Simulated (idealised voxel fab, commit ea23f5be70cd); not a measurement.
process module | voxel gate over fins
cross-section cut | 180 nm wide | cells 5 nm
A cross-section is a grid of square cells, given in bands from the top down. A band is one or more rows of cells.
Each band's line starts with the height of the band's top and of its bottom, in nm. Then come its materials from left to right, each with its width in nm. One material with "throughout" fills the band from edge to edge. "air" is empty space.
Height 0 is the level under which the wafer as received is all one material. The lowest band goes on downwards, as in "0 down".
A width such as "30 to 40" changes by the same amount from each row of cells to the next, from the band's top row to its bottom row.
"no change" after a step means that no cell of the cross-section changed.
closed voids: empty space of 8 cells or more with no open way to the top, each as width x height at its distance from the left edge, in nm
after a step's settings: what the simulator itself notes on the step
overlay nm, on a step with a mask: how far to the right of its planned place the mask lay; to the left if negative
plan
1 op RECEIVE | material Si
2 op CONFORMAL_DEP | material SiN | thk nm 10
3 op MASKED_ETCH | tone cover | mask id FINS | width nm 15 | pitch nm 60 | etch materials SiN | depth nm 10 | overlay nm 0
4 op MASKED_ETCH | tone cover | mask id FINS | width nm 15 | pitch nm 60 | etch materials Si | depth nm 35 | overlay nm 0
5 op FILL_DEP | material SiO2 | thk nm 15
6 op CMP | height nm 10
7 op MASKED_ETCH | tone open | mask id RAIL | width nm 15 | etch materials SiO2 | depth nm 40 | overlay nm 0
8 op CONFORMAL_DEP | material TiN | thk nm 5
9 op FILL_DEP | material W | thk nm 10
10 op CMP | height nm 10
11 op SELECTIVE_ETCH | etch materials W Ru TiN | depth nm 25
12 op FILL_DEP | material SiO2 | thk nm 5
13 op CMP | height nm 10
14 op SELECTIVE_ETCH | etch materials SiO2 | depth nm 20
15 op STRIP | etch materials SiN
16 op CONFORMAL_DEP | material HfO2 | thk nm 5
17 op CONFORMAL_DEP | material TiN | thk nm 5
18 op FILL_DEP | material W | thk nm 10
19 op CMP | height nm 15
20 op CONFORMAL_DEP | material SiCN | thk nm 10
as received, after step 1
  0 down: Si throughout
  closed voids: none
first wafer at the end, as planned
  25 to 15: SiCN throughout
  15 to 10: W throughout
  10 to 5: W 40 | TiN 35 | W 25 | TiN 35 | W 45
  5 to 0: W 40 | TiN 5 | HfO2 25 | TiN 5 | W 25 | TiN 5 | HfO2 25 | TiN 5 | W 45
  0 to -5: TiN 45 | HfO2 5 | Si 15 | HfO2 5 | TiN 35 | HfO2 5 | Si 15 | HfO2 5 | TiN 50
  -5 to -10: HfO2 50 | Si 15 | HfO2 45 | Si 15 | HfO2 55
  -10 to -15: SiO2 50 | Si 15 | SiO2 45 | Si 15 | SiO2 55
  -15 to -25: SiO2 50 | Si 15 | SiO2 15 | TiN 5 | W 5 | TiN 5 | SiO2 15 | Si 15 | SiO2 55
  -25 to -30: SiO2 50 | Si 15 | SiO2 15 | TiN 15 | SiO2 15 | Si 15 | SiO2 55
  -30 to -35: SiO2 50 | Si 15 | SiO2 45 | Si 15 | SiO2 55
  -35 down: Si throughout
  closed voids: none
second wafer at the end: like start, like plan, one mistake
  25 to 15: SiCN throughout
  15 to 10: W throughout
  10 to 5: TiN throughout
  5 to 0: HfO2 throughout
  0 to -15: SiO2 50 | Si 15 | SiO2 45 | Si 15 | SiO2 55
  -15 to -25: SiO2 50 | Si 15 | SiO2 15 | TiN 5 | W 5 | TiN 5 | SiO2 15 | Si 15 | SiO2 55
  -25 to -30: SiO2 50 | Si 15 | SiO2 15 | TiN 15 | SiO2 15 | Si 15 | SiO2 55
  -30 to -35: SiO2 50 | Si 15 | SiO2 45 | Si 15 | SiO2 55
  -35 down: Si throughout
  closed voids: none
what went wrong: step 14 ran as: op SELECTIVE_ETCH | etch materials SiO2 | depth nm 10
at the end the second wafer has, in cells: 8 fewer of HfO2 | 60 more of SiO2 | 8 fewer of TiN | 44 fewer of W
